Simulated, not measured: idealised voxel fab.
This section sets out a process module, namely voxel gate over fins.
cross-section cut | 225 nm wide | cells 5 nm
Heads up, the way a cross-section reads in here is a grid of square cells, handed over as bands from the top down, with every band being one or more rows of cells.
Heads up on the band format: heights come first, top then bottom, in nm. After that it's the materials left to right, each with its width in nm. A single material flagged "throughout" fills the whole band edge to edge, and "empty" means there's empty space there.
Heads up on the height convention: 0 is the point under which the incoming wafer is all one material, and the lowest band has no bottom, it just keeps going down, like "z 0 and below".
A width such as "30 to 40" changes by the same amount from each row of cells to the next, from the band's top row to its bottom row.
Basically "everything unchanged" means that step didn't change any cell in the cross-section.
Closed void list: empty space of 8 cells or more with no open way to the top, each as width x height at its distance from the left edge, in nm
That trailing text on a step's line, after the settings, is the simulator's own remark on the step.
"overlay nm", when on a step's line for a step with a mask, measures how far to the right of its planned place the mask lay; a negative measure means to the left.
The following list gives the planned process steps
1. RECEIVE [material Si]
2. CONFORMAL_DEP [material SiN] [thk nm 10]
3. DIRECTIONAL_DEP [material aC] [thk nm 15]
4. PATTERN [tone cover] [mask id FINS] [material resist] [width nm 15] [pitch nm 35] [thk nm 30] [overlay nm 0]
5. DIRECTIONAL_ETCH [etch materials aC] [depth nm 15]
6. STRIP [etch materials resist]
7. DIRECTIONAL_ETCH [etch materials SiN] [depth nm 10]
8. DIRECTIONAL_ETCH [etch materials Si] [depth nm 40]
9. STRIP [etch materials aC]
10. OXIDIZE [depth nm 5]
11. FILL_DEP [material SiO2] [thk nm 10]
12. CMP [height nm 10]
13. SELECTIVE_ETCH [etch materials SiO2] [depth nm 10]
14. STRIP [etch materials SiN]
15. CONFORMAL_DEP [material HfO2] [thk nm 5]
16. CONFORMAL_DEP [material TiN] [thk nm 5]
17. CONFORMAL_DEP [material TiAl] [thk nm 5]
18. CONFORMAL_DEP [material TiN] [thk nm 5]
19. FILL_DEP [material W] [thk nm 10]
20. CMP [height nm 25]
21. CONFORMAL_DEP [material SiN] [thk nm 10]
For this document, wafers share an identical start and vary in the step 13 depth nm; the plan quotes the first wafer's value.
After step 1, as received: first of several wafers, cross-section
- z 0 and below  Si throughout
- Closed void list: none
Post step 21, the closing step of the module: first of several wafers, cross-sectioned
- z 35 to 25  SiN throughout
- z 25 to 20  W throughout
- z 20 to 15  TiN throughout
- z 15 to 10  TiAl throughout
- z 10 to 5  TiN throughout
- z 5 to 0  HfO2 throughout
- z 0 to -45  SiO2 55  Si 5  SiO2 30  Si 5  SiO2 30  Si 5  SiO2 30  Si 5  SiO2 60
- z -45 and below  Si throughout
- Closed void list: none
X-section, last wafer, module end
- z 35 to 25  SiN throughout
- z 25 to 20  W throughout
- z 20 to 15  W 35  TiN 150  W 40
- z 15 to 10  W 35  TiN 5  TiAl 140  TiN 5  W 40
- z 10 to 5  W 35  TiN 5  TiAl 5  TiN 25  TiAl 10  TiN 25  TiAl 10  TiN 25  TiAl 10  TiN 25  TiAl 5  TiN 5  W 40
- z 5 to 0  W 35  TiN 5  TiAl 5  TiN 5  HfO2 15  TiN 5  TiAl 10  TiN 5  HfO2 15  TiN 5  TiAl 10  TiN 5  HfO2 15  TiN 5  TiAl 10  TiN 5  HfO2 15  TiN 5  TiAl 5  TiN 5  W 40
- z 0 to -5  W 35  TiN 5  TiAl 5  TiN 5  HfO2 5  Si 5  HfO2 5  TiN 5  TiAl 10  TiN 5  HfO2 5  Si 5  HfO2 5  TiN 5  TiAl 10  TiN 5  HfO2 5  Si 5  HfO2 5  TiN 5  TiAl 10  TiN 5  HfO2 5  Si 5  HfO2 5  TiN 5  TiAl 5  TiN 5  W 40
- z -5 to -10  TiN 40  TiAl 5  TiN 5  HfO2 5  Si 5  HfO2 5  TiN 5  TiAl 10  TiN 5  HfO2 5  Si 5  HfO2 5  TiN 5  TiAl 10  TiN 5  HfO2 5  Si 5  HfO2 5  TiN 5  TiAl 10  TiN 5  HfO2 5  Si 5  HfO2 5  TiN 5  TiAl 5  TiN 45
- z -10 to -15  TiAl 45  TiN 5  HfO2 5  Si 5  HfO2 5  TiN 5  TiAl 10  TiN 5  HfO2 5  Si 5  HfO2 5  TiN 5  TiAl 10  TiN 5  HfO2 5  Si 5  HfO2 5  TiN 5  TiAl 10  TiN 5  HfO2 5  Si 5  HfO2 5  TiN 5  TiAl 50
- z -15 to -20  TiN 50  HfO2 5  Si 5  HfO2 5  TiN 20  HfO2 5  Si 5  HfO2 5  TiN 20  HfO2 5  Si 5  HfO2 5  TiN 20  HfO2 5  Si 5  HfO2 5  TiN 55
- z -20 to -25  HfO2 55  Si 5  HfO2 30  Si 5  HfO2 30  Si 5  HfO2 30  Si 5  HfO2 60
- z -25 to -45  SiO2 55  Si 5  SiO2 30  Si 5  SiO2 30  Si 5  SiO2 30  Si 5  SiO2 60
- z -45 and below  Si throughout
- Closed void list: none
The following table contains a row per wafer, in which are reported, at the conclusion of the module, the cells of each material gained (+) or lost (-) since the wafer's receipt, with its closed voids given thereafter
depth nm 10; +45 HfO2; -369 Si; +90 SiN; +369 SiO2; +45 TiAl; +90 TiN; +45 W; Closed void list: none
depth nm 15; +53 HfO2; -369 Si; +90 SiN; +328 SiO2; +53 TiAl; +100 TiN; +60 W; Closed void list: none
depth nm 20; +61 HfO2; -369 Si; +90 SiN; +287 SiO2; +61 TiAl; +110 TiN; +75 W; Closed void list: none
depth nm 25; +69 HfO2; -369 Si; +90 SiN; +246 SiO2; +69 TiAl; +120 TiN; +90 W; Closed void list: none
depth nm 30; +77 HfO2; -369 Si; +90 SiN; +205 SiO2; +77 TiAl; +130 TiN; +105 W; Closed void list: none
depth nm 35; +85 HfO2; -369 Si; +90 SiN; +164 SiO2; +85 TiAl; +140 TiN; +120 W; Closed void list: none
